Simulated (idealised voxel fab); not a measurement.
Proc. module: voxel wiring stack
cross-section cut | 205 nm wide | cells 5 nm
Bands, listed from the top down, are how a cross-section gets written in this document; the cross-section itself is a grid of square cells, and a band is one or more rows of them. Top height, bottom height, nm. Materials left to right, width each, nm. Single material + "throughout" = fills band edge to edge. "air" = empty. Height reference: 0 = level under which incoming wafer is all one material. Lowest band: no bottom, runs on downward, e.g. "0 nm and below". Width "30->40": first value at the band's top row of cells, second value at its bottom row, equal change from row to row. "remained the same" after a step means that no cell of the cross-section changed. This entry, "Fully enclosed voids", enumerates those empty regions of no fewer than 8 cells that possess no open connection to the top. Each region is reported in the form width x height at distance, the distance being taken from the left edge, with all three quantities expressed in nm. If you see something after the settings on a step's line, that's the simulator's own remark about that step. Regarding "overlay nm": on a step with a mask, it is the distance the mask lay to the right of its planned place; a negative value places it to the left.
The following list gives the planned process steps
1) RECEIVE [material Si]
2) CONFORMAL_DEP [material SiO2] [thk nm 15]
3) DIRECTIONAL_DEP [material TiN] [thk nm 5]
4) DIRECTIONAL_DEP [material W] [thk nm 15]
5) MASKED_ETCH [tone cover] [mask id METAL_1] [width nm 25] [pitch nm 55] [etch materials W] [depth nm 15] [overlay nm 0]
6) MASKED_ETCH [tone cover] [mask id METAL_1] [width nm 25] [pitch nm 55] [etch materials TiN] [depth nm 5] [overlay nm 0]
7) CONFORMAL_DEP [material SiCN] [thk nm 5]
8) FILL_DEP [material SiO2] [thk nm 10]
9) CMP [height nm 35]
10) CONFORMAL_DEP [material SiCN] [thk nm 5]
11) DIRECTIONAL_DEP [material SiO2] [thk nm 20]
12) PATTERN [tone open] [mask id PLUG_1] [material resist] [width nm 15] [pitch nm 55] [thk nm 15] [overlay nm 0]
13) DIRECTIONAL_ETCH [etch materials SiO2] [depth nm 20]
14) DIRECTIONAL_ETCH [etch materials SiCN] [depth nm 5]
15) STRIP [etch materials resist]
16) CONFORMAL_DEP [material TiN] [thk nm 5]
17) FILL_DEP [material Cu] [thk nm 5]
18) CMP [height nm 60]
19) CONFORMAL_DEP [material SiCN] [thk nm 5]
20) DIRECTIONAL_DEP [material lowk] [thk nm 15]
21) DIRECTIONAL_DEP [material aC] [thk nm 10]
22) PATTERN [tone open] [mask id METAL_2] [material resist] [width nm 25] [pitch nm 55] [thk nm 25] [overlay nm 0]
23) DIRECTIONAL_ETCH [etch materials aC] [depth nm 10]
24) STRIP [etch materials resist]
25) DIRECTIONAL_ETCH [etch materials lowk] [depth nm 15]
26) DIRECTIONAL_ETCH [etch materials SiCN] [depth nm 5]
27) STRIP [etch materials aC]
28) CONFORMAL_DEP [material TiN] [thk nm 5]
29) FILL_DEP [material Cu] [thk nm 10]
30) CMP [height nm 80]
31) CONFORMAL_DEP [material SiCN] [thk nm 5]
32) DIRECTIONAL_DEP [material SiO2] [thk nm 15]
33) PATTERN [tone open] [mask id PLUG_2] [material resist] [width nm 15] [pitch nm 55] [thk nm 20] [overlay nm 0]
34) DIRECTIONAL_ETCH [etch materials SiO2] [depth nm 15]
35) DIRECTIONAL_ETCH [etch materials SiCN] [depth nm 5]
36) STRIP [etch materials resist]
37) EPI [material Ru] [thk nm 10]
38) EPI [material Ru] [thk nm 10]
39) CONFORMAL_DEP [material SiCN] [thk nm 5]
40) DIRECTIONAL_DEP [material SiO2] [thk nm 20]
41) DIRECTIONAL_DEP [material aC] [thk nm 10]
42) PATTERN [tone open] [mask id METAL_3] [material resist] [width nm 25] [pitch nm 55] [thk nm 25] [overlay nm 0]
43) DIRECTIONAL_ETCH [etch materials aC] [depth nm 10]
44) STRIP [etch materials resist]
45) DIRECTIONAL_ETCH [etch materials SiO2] [depth nm 20]
46) DIRECTIONAL_ETCH [etch materials SiCN] [depth nm 5]
47) STRIP [etch materials aC]
48) CONFORMAL_DEP [material TiN] [thk nm 5]
49) FILL_DEP [material Ru] [thk nm 10]
50) CMP [height nm 125]
51) CONFORMAL_DEP [material SiN] [thk nm 5]
Cross-section of the wafer upon arrival, representing the state reached after step 1
    0 nm and below: Si throughout
    Fully enclosed voids: none
Cross-section taken at module completion on the first of two wafers; processed per the plan
    130 nm to 125 nm: SiN throughout
    125 nm to 105 nm: 60 of SiO2; 5 of TiN; 15 of Ru; 5 of TiN; 30 of SiO2; 5 of TiN; 15 of Ru; 5 of TiN; 65 of SiO2
    105 nm to 100 nm: 60 of SiCN; 25 of TiN; 30 of SiCN; 25 of TiN; 65 of SiCN
    100 nm to 85 nm: 60 of SiO2; 15 of Ru; 40 of SiO2; 15 of Ru; 75 of SiO2
    85 nm to 80 nm: 60 of SiCN; 15 of Ru; 40 of SiCN; 15 of Ru; 75 of SiCN
    80 nm to 65 nm: 60 of lowk; 5 of TiN; 15 of Cu; 5 of TiN; 30 of lowk; 5 of TiN; 15 of Cu; 5 of TiN; 65 of lowk
    65 nm to 60 nm: 60 of SiCN; 25 of TiN; 30 of SiCN; 25 of TiN; 65 of SiCN
    60 nm to 40 nm: 60 of SiO2; 5 of TiN; 5 of Cu; 5 of TiN; 40 of SiO2; 5 of TiN; 5 of Cu; 5 of TiN; 75 of SiO2
    40 nm to 35 nm: 60 of SiCN; 15 of TiN; 40 of SiCN; 15 of TiN; 75 of SiCN
    35 nm to 20 nm: 55 of SiO2; 5 of SiCN; 25 of W; 5 of SiCN; 20 of SiO2; 5 of SiCN; 25 of W; 5 of SiCN; 60 of SiO2
    20 nm to 15 nm: 60 of SiCN; 25 of TiN; 30 of SiCN; 25 of TiN; 65 of SiCN
    15 nm to 0 nm: SiO2 throughout
    0 nm and below: Si throughout
    Fully enclosed voids: none
Second wafer of the two, sectioned at the end of the module. It began like the first and followed the same plan, but one mistake was made while running it
    130 nm to 125 nm: SiN throughout
    125 nm to 105 nm: 60 of SiO2; 5 of TiN; 15 of Ru; 5 of TiN; 30 of SiO2; 5 of TiN; 15 of Ru; 5 of TiN; 65 of SiO2
    105 nm to 100 nm: 60 of SiCN; 25 of TiN; 30 of SiCN; 25 of TiN; 65 of SiCN
    100 nm to 85 nm: 60 of SiO2; 15 of Ru; 40 of SiO2; 15 of Ru; 75 of SiO2
    85 nm to 80 nm: 60 of SiCN; 15 of Ru; 40 of SiCN; 15 of Ru; 75 of SiCN
    80 nm to 65 nm: 60 of lowk; 5 of TiN; 15 of Cu; 5 of TiN; 30 of lowk; 5 of TiN; 15 of Cu; 5 of TiN; 65 of lowk
    65 nm to 60 nm: 60 of SiCN; 25 of TiN; 30 of SiCN; 25 of TiN; 65 of SiCN
    60 nm to 40 nm: 55 of Cu; 5 of TiN; 15 of SiO2; 5 of TiN; 30 of Cu; 5 of TiN; 15 of SiO2; 5 of TiN; 70 of Cu
    40 nm to 35 nm: 60 of TiN; 15 of SiCN; 40 of TiN; 15 of SiCN; 75 of TiN
    35 nm to 20 nm: 55 of SiO2; 5 of SiCN; 25 of W; 5 of SiCN; 20 of SiO2; 5 of SiCN; 25 of W; 5 of SiCN; 60 of SiO2
    20 nm to 15 nm: 60 of SiCN; 25 of TiN; 30 of SiCN; 25 of TiN; 65 of SiCN
    15 nm to 0 nm: SiO2 throughout
    0 nm and below: Si throughout
    Fully enclosed voids: none
Nonconformance to the process plan: it should be noted that step 12 was executed with settings other than those planned, the operation and settings actually applied being PATTERN [tone cover] [mask id PLUG_1] [material resist] [width nm 15] [pitch nm 55] [thk nm 15] [overlay nm 0]
Materials where the second wafer ends with more or fewer cells than the first: 116 more of Cu | 29 fewer of SiCN | 116 fewer of SiO2 | 29 more of TiN
